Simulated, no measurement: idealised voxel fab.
Process module name: voxel ribs on slabs
Cross-sectional view cut (width: 160 nm; square cell size: 5 nm).
A cross-section is written here as square cells arranged in a grid, and it is given in bands from the top down, each band taking up one or more rows of cells. It is stipulated that each band's entry specify, in nanometres, the height of the top of the band and then that of its bottom, followed by the materials of the band in left-to-right sequence, each together with its width in nanometres. A single material marked by the word "everywhere" is understood to fill the band from edge to edge; the word "air" is understood to denote empty space. It should be noted that heights are counted from 0, beneath which the wafer as supplied is of one material throughout, and that the lowest band possesses no lower boundary but continues downward, as written in "0 down". Width spec "30 to 40" -> top row of cells at first value, bottom row at second value, equal per-row change in between. "no change occurred" -> step changed no cross-section cell. Enclosed voids (no open way to top), threshold 8 cells or more, entry "Cavities, closed", notation width x height at distance, distance from left edge, nm. Formally, on a step line, whatever follows the settings is a remark that the simulator itself makes on the step. The line of a step may include "overlay nm". On a step with a mask, this value is how far to the right of its planned place the mask lay. A negative value means the mask lay to the left. Read the rest as pairs. Take the cross-section before one process step, then the cross-section after it, which shows only down to the lowest band that changed. Under the pair, find the step between them and its settings. Bear in mind that pairs may come from different runs of this module on the same starting wafer: link a pair to the pair above it only where its entry headed "Pre-step snapshot" says to.
Pre-step snapshot
0 down | Si everywhere
Cavities, closed: none
Result of Step
20 to 0 | SiO2 everywhere
Under 0: no change, same as before.
Cavities, closed: none
Name the step between the before and after sections above: DIRECTIONAL_DEP,material SiO2,thk nm 20
Pre-step snapshot: The structure entering this step is exactly what the pair just above shows after its step.
Result of Step
40 to 20 | SiN everywhere
Under 20: no change, same as before.
Cavities, closed: none
Name the step between the before and after sections above: DIRECTIONAL_DEP,material SiN,thk nm 20
Pre-step snapshot: The structure entering this step is exactly what the pair just above shows after its step.
Result of Step
40 to 30 | 65 air; 25 SiN; 70 air
Under 30: no change, same as before.
Cavities, closed: none
Name the step between the before and after sections above: MASKED_ETCH,tone cover,mask id RIB,width nm 25,etch materials SiN,depth nm 10,overlay nm 0
Pre-step snapshot: The structure entering this step is exactly what the pair just above shows after its step.
Result of Step
60 to 40 | 45 air; 65 resist; 50 air
40 to 30 | 45 air; 20 resist; 25 SiN; 20 resist; 50 air
Under 30: no change, same as before.
Cavities, closed: none
Name the step between the before and after sections above: PATTERN,tone cover,mask id SLAB,material resist,width nm 65,thk nm 20,overlay nm 0
Pre-step snapshot: The structure entering this step is exactly what the pair just above shows after its step.
Result of Step
60 to 40 | 45 air; 65 resist; 50 air
40 to 30 | 45 air; 20 resist; 25 SiN; 20 resist; 50 air
30 to 20 | 45 air; 65 SiN; 50 air
Under 20: no change, same as before.
Cavities, closed: none
Name the step between the before and after sections above: DIRECTIONAL_ETCH,etch materials SiN,depth nm 10
Pre-step snapshot: The structure entering this step is exactly what the pair just above shows after its step.
Result of Step
40 to 30 | 65 air; 25 SiN; 70 air
Under 30: no change, same as before.
Cavities, closed: none
Name the step between the before and after sections above: STRIP,etch materials resist
Pre-step snapshot: The structure entering this step is exactly what the pair just above shows after its step.
Result of Step
60 to 40 | SiO2 everywhere
40 to 30 | 65 SiO2; 25 SiN; 70 SiO2
30 to 20 | 45 SiO2; 65 SiN; 50 SiO2
Under 20: no change, same as before.
Cavities, closed: none
Name the step between the before and after sections above: FILL_DEP,material SiO2,thk nm 20
Pre-step snapshot: The structure entering this step is exactly what the pair just above shows after its step.
Result of Step
50 to 40 | SiO2 everywhere
Under 40: no change, same as before.
Cavities, closed: none
Name the step between the before and after sections above: CMP,height nm 50
Pre-step snapshot: The structure entering this step is exactly what the pair just above shows after its step.
Result of Step
60 to 50 | TiN everywhere
Under 50: no change, same as before.
Cavities, closed: none
Name the step between the before and after sections above: DIRECTIONAL_DEP,material TiN,thk nm 10
Pre-step snapshot: The structure entering this step is exactly what the pair just above shows after its step.
Result of Step
60 to 50 | 60 air; 35 TiN; 65 air
Under 50: no change, same as before.
Cavities, closed: none
Name the step between the before and after sections above: MASKED_ETCH,tone cover,mask id HEATER,width nm 35,etch materials TiN,depth nm 10,overlay nm 0
Pre-step snapshot: The structure entering this step is exactly what the pair just above shows after its step.
Result of Step
65 to 60 | 55 air; 45 SiN; 60 air
60 to 55 | 55 air; 5 SiN; 35 TiN; 5 SiN; 60 air
55 to 50 | 60 SiN; 35 TiN; 65 SiN
Under 50: no change, same as before.
Cavities, closed: none
Name the step between the before and after sections above: CONFORMAL_DEP,material SiN,thk nm 5
Pre-step snapshot
40 to 20 | SiN everywhere
20 to 0 | SiO2 everywhere
0 down | Si everywhere
Cavities, closed: none
Result of Step
60 to 20 | SiN everywhere
Under 20: no change, same as before.
Cavities, closed: none
Name the step between the before and after sections above: DIRECTIONAL_DEP,material SiN,thk nm 20
Pre-step snapshot: The structure entering this step is exactly what the pair just above shows after its step.
Result of Step
60 to 50 | 65 air; 25 SiN; 70 air
Under 50: no change, same as before.
Cavities, closed: none
Name the step between the before and after sections above: MASKED_ETCH,tone cover,mask id RIB,width nm 25,etch materials SiN,depth nm 10,overlay nm 0
Pre-step snapshot: The structure entering this step is exactly what the pair just above shows after its step.
Result of Step
80 to 60 | 45 air; 65 resist; 50 air
60 to 50 | 45 air; 20 resist; 25 SiN; 20 resist; 50 air
Under 50: no change, same as before.
Cavities, closed: none
Name the step between the before and after sections above: PATTERN,tone cover,mask id SLAB,material resist,width nm 65,thk nm 20,overlay nm 0
Pre-step snapshot: The structure entering this step is exactly what the pair just above shows after its step.
Result of Step
80 to 60 | 45 air; 65 resist; 50 air
60 to 50 | 45 air; 20 resist; 25 SiN; 20 resist; 50 air
50 to 40 | 45 air; 65 SiN; 50 air
Under 40: no change, same as before.
Cavities, closed: none
Name the step between the before and after sections above: DIRECTIONAL_ETCH,etch materials SiN,depth nm 10
Pre-step snapshot: The structure entering this step is exactly what the pair just above shows after its step.
Result of Step
60 to 50 | 65 air; 25 SiN; 70 air
Under 50: no change, same as before.
Cavities, closed: none
Name the step between the before and after sections above: STRIP,etch materials resist
Pre-step snapshot: The structure entering this step is exactly what the pair just above shows after its step.
Result of Step
80 to 60 | SiO2 everywhere
60 to 50 | 65 SiO2; 25 SiN; 70 SiO2
50 to 40 | 45 SiO2; 65 SiN; 50 SiO2
Under 40: no change, same as before.
Cavities, closed: none
Name the step between the before and after sections above: FILL_DEP,material SiO2,thk nm 20
Pre-step snapshot: The structure entering this step is exactly what the pair just above shows after its step.
Result of Step
50 to 40 | 45 SiO2; 65 SiN; 50 SiO2
Under 40: no change, same as before.
Cavities, closed: none
Name the step between the before and after sections above: CMP,height nm 50
Pre-step snapshot: The structure entering this step is exactly what the pair just above shows after its step.
Result of Step
60 to 50 | TiN everywhere
Under 50: no change, same as before.
Cavities, closed: none
Name the step between the before and after sections above: DIRECTIONAL_DEP,material TiN,thk nm 10
Pre-step snapshot: The structure entering this step is exactly what the pair just above shows after its step.
Result of Step
60 to 50 | 60 air; 35 TiN; 65 air
Under 50: no change, same as before.
Cavities, closed: none
Name the step between the before and after sections above: MASKED_ETCH,tone cover,mask id HEATER,width nm 35,etch materials TiN,depth nm 10,overlay nm 0
Pre-step snapshot: The structure entering this step is exactly what the pair just above shows after its step.
Result of Step
65 to 60 | 55 air; 45 SiN; 60 air
60 to 55 | 55 air; 5 SiN; 35 TiN; 5 SiN; 60 air
55 to 50 | 60 SiN; 35 TiN; 65 SiN
Under 50: no change, same as before.
Cavities, closed: none
Name the step between the before and after sections above: CONFORMAL_DEP,material SiN,thk nm 5
Pre-step snapshot
0 down | Si everywhere
Cavities, closed: none
Result of Step
20 to 0 | SiN everywhere
Under 0: no change, same as before.
Cavities, closed: none
Name the step between the before and after sections above: DIRECTIONAL_DEP,material SiN,thk nm 20
Pre-step snapshot: The structure entering this step is exactly what the pair just above shows after its step.
Result of Step
40 to 20 | SiO2 everywhere
Under 20: no change, same as before.
Cavities, closed: none
Name the step between the before and after sections above: DIRECTIONAL_DEP,material SiO2,thk nm 20
Pre-step snapshot: The structure entering this step is exactly what the pair just above shows after its step.
Result of Step
60 to 40 | 45 air; 65 resist; 50 air
Under 40: no change, same as before.
Cavities, closed: none
Name the step between the before and after sections above: PATTERN,tone cover,mask id SLAB,material resist,width nm 65,thk nm 20,overlay nm 0
Pre-step snapshot: The structure entering this step is exactly what the pair just above shows after its step.
Result of Step
40 to 20 | SiO2 everywhere
Under 20: no change, same as before.
Cavities, closed: none
Name the step between the before and after sections above: STRIP,etch materials resist
Pre-step snapshot: The structure entering this step is exactly what the pair just above shows after its step.
Result of Step
60 to 20 | SiO2 everywhere
Under 20: no change, same as before.
Cavities, closed: none
Name the step between the before and after sections above: FILL_DEP,material SiO2,thk nm 20
Pre-step snapshot: The structure entering this step is exactly what the pair just above shows after its step.
Result of Step
50 to 20 | SiO2 everywhere
Under 20: no change, same as before.
Cavities, closed: none
Name the step between the before and after sections above: CMP,height nm 50
Pre-step snapshot: The structure entering this step is exactly what the pair just above shows after its step.
Result of Step
60 to 50 | TiN everywhere
Under 50: no change, same as before.
Cavities, closed: none
Name the step between the before and after sections above: DIRECTIONAL_DEP,material TiN,thk nm 10
Pre-step snapshot: The structure entering this step is exactly what the pair just above shows after its step.
Result of Step
60 to 50 | 60 air; 35 TiN; 65 air
Under 50: no change, same as before.
Cavities, closed: none
Name the step between the before and after sections above: MASKED_ETCH,tone cover,mask id HEATER,width nm 35,etch materials TiN,depth nm 10,overlay nm 0
Pre-step snapshot: The structure entering this step is exactly what the pair just above shows after its step.
Result of Step
65 to 60 | 55 air; 45 SiN; 60 air
60 to 55 | 55 air; 5 SiN; 35 TiN; 5 SiN; 60 air
55 to 50 | 60 SiN; 35 TiN; 65 SiN
Under 50: no change, same as before.
Cavities, closed: none
Name the step between the before and after sections above: CONFORMAL_DEP,material SiN,thk nm 5
Pre-step snapshot
40 to 20 | SiN everywhere
20 to 0 | SiO2 everywhere
0 down | Si everywhere
Cavities, closed: none
Result of Step
40 to 25 | 65 air; 25 SiN; 70 air
Under 25: no change, same as before.
Cavities, closed: none
Name the step between the before and after sections above: MASKED_ETCH,tone cover,mask id RIB,width nm 25,etch materials SiN,depth nm 15,overlay nm 0
Pre-step snapshot: The structure entering this step is exactly what the pair just above shows after its step.
Result of Step
60 to 40 | 45 air; 65 resist; 50 air
40 to 25 | 45 air; 20 resist; 25 SiN; 20 resist; 50 air
Under 25: no change, same as before.
Cavities, closed: none
Name the step between the before and after sections above: PATTERN,tone cover,mask id SLAB,material resist,width nm 65,thk nm 20,overlay nm 0
Pre-step snapshot: The structure entering this step is exactly what the pair just above shows after its step.
Result of Step
60 to 40 | 45 air; 65 resist; 50 air
40 to 25 | 45 air; 20 resist; 25 SiN; 20 resist; 50 air
25 to 20 | 45 air; 65 SiN; 50 air
Under 20: no change, same as before.
Cavities, closed: none
Name the step between the before and after sections above: DIRECTIONAL_ETCH,etch materials SiN,depth nm 10
Pre-step snapshot: The structure entering this step is exactly what the pair just above shows after its step.
Result of Step
40 to 25 | 65 air; 25 SiN; 70 air
Under 25: no change, same as before.
Cavities, closed: none
Name the step between the before and after sections above: STRIP,etch materials resist
Pre-step snapshot: The structure entering this step is exactly what the pair just above shows after its step.
Result of Step
60 to 40 | SiO2 everywhere
40 to 25 | 65 SiO2; 25 SiN; 70 SiO2
25 to 20 | 45 SiO2; 65 SiN; 50 SiO2
Under 20: no change, same as before.
Cavities, closed: none
Name the step between the before and after sections above: FILL_DEP,material SiO2,thk nm 20
Pre-step snapshot: The structure entering this step is exactly what the pair just above shows after its step.
Result of Step
50 to 40 | SiO2 everywhere
Under 40: no change, same as before.
Cavities, closed: none
Name the step between the before and after sections above: CMP,height nm 50
Pre-step snapshot: The structure entering this step is exactly what the pair just above shows after its step.
Result of Step
60 to 50 | TiN everywhere
Under 50: no change, same as before.
Cavities, closed: none
Name the step between the before and after sections above: DIRECTIONAL_DEP,material TiN,thk nm 10
Pre-step snapshot: The structure entering this step is exactly what the pair just above shows after its step.
Result of Step
60 to 50 | 60 air; 35 TiN; 65 air
Under 50: no change, same as before.
Cavities, closed: none
Name the step between the before and after sections above: MASKED_ETCH,tone cover,mask id HEATER,width nm 35,etch materials TiN,depth nm 10,overlay nm 0
Pre-step snapshot: The structure entering this step is exactly what the pair just above shows after its step.
Result of Step
65 to 60 | 55 air; 45 SiN; 60 air
60 to 55 | 55 air; 5 SiN; 35 TiN; 5 SiN; 60 air
55 to 50 | 60 SiN; 35 TiN; 65 SiN
Under 50: no change, same as before.
Cavities, closed: none
Name the step between the before and after sections above: CONFORMAL_DEP,material SiN,thk nm 5
Pre-step snapshot
60 to 50 | TiN everywhere
50 to 40 | SiO2 everywhere
40 to 30 | 65 SiO2; 25 SiN; 70 SiO2
30 to 20 | 45 SiO2; 65 SiN; 50 SiO2
20 to 0 | SiO2 everywhere
0 down | Si everywhere
Cavities, closed: none
Result of Step
60 to 50 | 55 air; 45 TiN; 60 air
Under 50: no change, same as before.
Cavities, closed: none
Name the step between the before and after sections above: MASKED_ETCH,tone cover,mask id HEATER,width nm 45,etch materials TiN,depth nm 10,overlay nm 0
Pre-step snapshot: The structure entering this step is exactly what the pair just above shows after its step.
Result of Step
65 to 60 | 50 air; 55 SiN; 55 air
60 to 55 | 50 air; 5 SiN; 45 TiN; 5 SiN; 55 air
55 to 50 | 55 SiN; 45 TiN; 60 SiN
Under 50: no change, same as before.
Cavities, closed: none
Name the step between the before and after sections above: CONFORMAL_DEP,material SiN,thk nm 5
Pre-step snapshot
40 to 20 | SiN everywhere
20 to 0 | SiO2 everywhere
0 down | Si everywhere
Cavities, closed: none
Result of Step
40 to 30 | 60 air; 25 SiN; 75 air
Under 30: no change, same as before.
Cavities, closed: none
Name the step between the before and after sections above: MASKED_ETCH,tone cover,mask id RIB,width nm 25,etch materials SiN,depth nm 10,overlay nm -5
Pre-step snapshot: The structure entering this step is exactly what the pair just above shows after its step.
Result of Step
60 to 40 | 45 air; 65 resist; 50 air
40 to 30 | 45 air; 15 resist; 25 SiN; 25 resist; 50 air
Under 30: no change, same as before.
Cavities, closed: none
Name the step between the before and after sections above: PATTERN,tone cover,mask id SLAB,material resist,width nm 65,thk nm 20,overlay nm 0
Pre-step snapshot: The structure entering this step is exactly what the pair just above shows after its step.
Result of Step
60 to 40 | 45 air; 65 resist; 50 air
40 to 30 | 45 air; 15 resist; 25 SiN; 25 resist; 50 air
30 to 20 | 45 air; 65 SiN; 50 air
Under 20: no change, same as before.
Cavities, closed: none
Name the step between the before and after sections above: DIRECTIONAL_ETCH,etch materials SiN,depth nm 10
Pre-step snapshot: The structure entering this step is exactly what the pair just above shows after its step.
Result of Step
40 to 30 | 60 air; 25 SiN; 75 air
Under 30: no change, same as before.
Cavities, closed: none
Name the step between the before and after sections above: STRIP,etch materials resist
Pre-step snapshot: The structure entering this step is exactly what the pair just above shows after its step.
Result of Step
60 to 40 | SiO2 everywhere
40 to 30 | 60 SiO2; 25 SiN; 75 SiO2
30 to 20 | 45 SiO2; 65 SiN; 50 SiO2
Under 20: no change, same as before.
Cavities, closed: none
Name the step between the before and after sections above: FILL_DEP,material SiO2,thk nm 20
Pre-step snapshot: The structure entering this step is exactly what the pair just above shows after its step.
Result of Step
50 to 40 | SiO2 everywhere
Under 40: no change, same as before.
Cavities, closed: none
Name the step between the before and after sections above: CMP,height nm 50
Pre-step snapshot: The structure entering this step is exactly what the pair just above shows after its step.
Result of Step
60 to 50 | TiN everywhere
Under 50: no change, same as before.
Cavities, closed: none
Name the step between the before and after sections above: DIRECTIONAL_DEP,material TiN,thk nm 10
Pre-step snapshot: The structure entering this step is exactly what the pair just above shows after its step.
Result of Step
60 to 50 | 60 air; 35 TiN; 65 air
Under 50: no change, same as before.
Cavities, closed: none
Name the step between the before and after sections above: MASKED_ETCH,tone cover,mask id HEATER,width nm 35,etch materials TiN,depth nm 10,overlay nm 0
Pre-step snapshot: The structure entering this step is exactly what the pair just above shows after its step.
Result of Step
65 to 60 | 55 air; 45 SiN; 60 air
60 to 55 | 55 air; 5 SiN; 35 TiN; 5 SiN; 60 air
55 to 50 | 60 SiN; 35 TiN; 65 SiN
Under 50: no change, same as before.
Cavities, closed: none
Name the step between the before and after sections above: CONFORMAL_DEP,material SiN,thk nm 5
Pre-step snapshot
60 to 50 | 60 air; 35 TiN; 65 air
50 to 40 | SiO2 everywhere
40 to 30 | 65 SiO2; 25 SiN; 70 SiO2
30 to 20 | 45 SiO2; 65 SiN; 50 SiO2
20 to 0 | SiO2 everywhere
0 down | Si everywhere
Cavities, closed: none
Result of Step
65 to 60 | 55 air; 45 SiO2; 60 air
60 to 55 | 55 air; 5 SiO2; 35 TiN; 5 SiO2; 60 air
55 to 50 | 60 SiO2; 35 TiN; 65 SiO2
Under 50: no change, same as before.
Cavities, closed: none
Name the step between the before and after sections above: CONFORMAL_DEP,material SiO2,thk nm 5
Pre-step snapshot
40 to 20 | SiN everywhere
20 to 0 | SiO2 everywhere
0 down | Si everywhere
Cavities, closed: none
Result of Step
40 to 30 | 65 SiN; 25 air; 70 SiN
Under 30: no change, same as before.
Cavities, closed: none
Name the step between the before and after sections above: MASKED_ETCH,tone open,mask id RIB,width nm 25,etch materials SiN,depth nm 10,overlay nm 0
Pre-step snapshot: The structure entering this step is exactly what the pair just above shows after its step.
Result of Step
60 to 40 | 45 air; 65 resist; 50 air
40 to 30 | 65 SiN; 25 resist; 70 SiN
Under 30: no change, same as before.
Cavities, closed: none
Name the step between the before and after sections above: PATTERN,tone cover,mask id SLAB,material resist,width nm 65,thk nm 20,overlay nm 0
Pre-step snapshot: The structure entering this step is exactly what the pair just above shows after its step.
Result of Step
60 to 40 | 45 air; 65 resist; 50 air
40 to 30 | 45 air; 20 SiN; 25 resist; 20 SiN; 50 air
Under 30: no change, same as before.
Cavities, closed: none
Name the step between the before and after sections above: DIRECTIONAL_ETCH,etch materials SiN,depth nm 10
Pre-step snapshot: The structure entering this step is exactly what the pair just above shows after its step.
Result of Step
40 to 30 | 45 air; 20 SiN; 25 air; 20 SiN; 50 air
Under 30: no change, same as before.
Cavities, closed: none
Name the step between the before and after sections above: STRIP,etch materials resist
Pre-step snapshot: The structure entering this step is exactly what the pair just above shows after its step.
Result of Step
60 to 40 | SiO2 everywhere
40 to 30 | 45 SiO2; 20 SiN; 25 SiO2; 20 SiN; 50 SiO2
Under 30: no change, same as before.
Cavities, closed: none
Name the step between the before and after sections above: FILL_DEP,material SiO2,thk nm 20
Pre-step snapshot: The structure entering this step is exactly what the pair just above shows after its step.
Result of Step
50 to 40 | SiO2 everywhere
Under 40: no change, same as before.
Cavities, closed: none
Name the step between the before and after sections above: CMP,height nm 50
Pre-step snapshot: The structure entering this step is exactly what the pair just above shows after its step.
Result of Step
60 to 50 | TiN everywhere
Under 50: no change, same as before.
Cavities, closed: none
Name the step between the before and after sections above: DIRECTIONAL_DEP,material TiN,thk nm 10
Pre-step snapshot: The structure entering this step is exactly what the pair just above shows after its step.
Result of Step
60 to 50 | 60 air; 35 TiN; 65 air
Under 50: no change, same as before.
Cavities, closed: none
Name the step between the before and after sections above: MASKED_ETCH,tone cover,mask id HEATER,width nm 35,etch materials TiN,depth nm 10,overlay nm 0
Pre-step snapshot: The structure entering this step is exactly what the pair just above shows after its step.
Result of Step
65 to 60 | 55 air; 45 SiN; 60 air
60 to 55 | 55 air; 5 SiN; 35 TiN; 5 SiN; 60 air
55 to 50 | 60 SiN; 35 TiN; 65 SiN
Under 50: no change, same as before.
Cavities, closed: none
Name the step between the before and after sections above: CONFORMAL_DEP,material SiN,thk nm 5
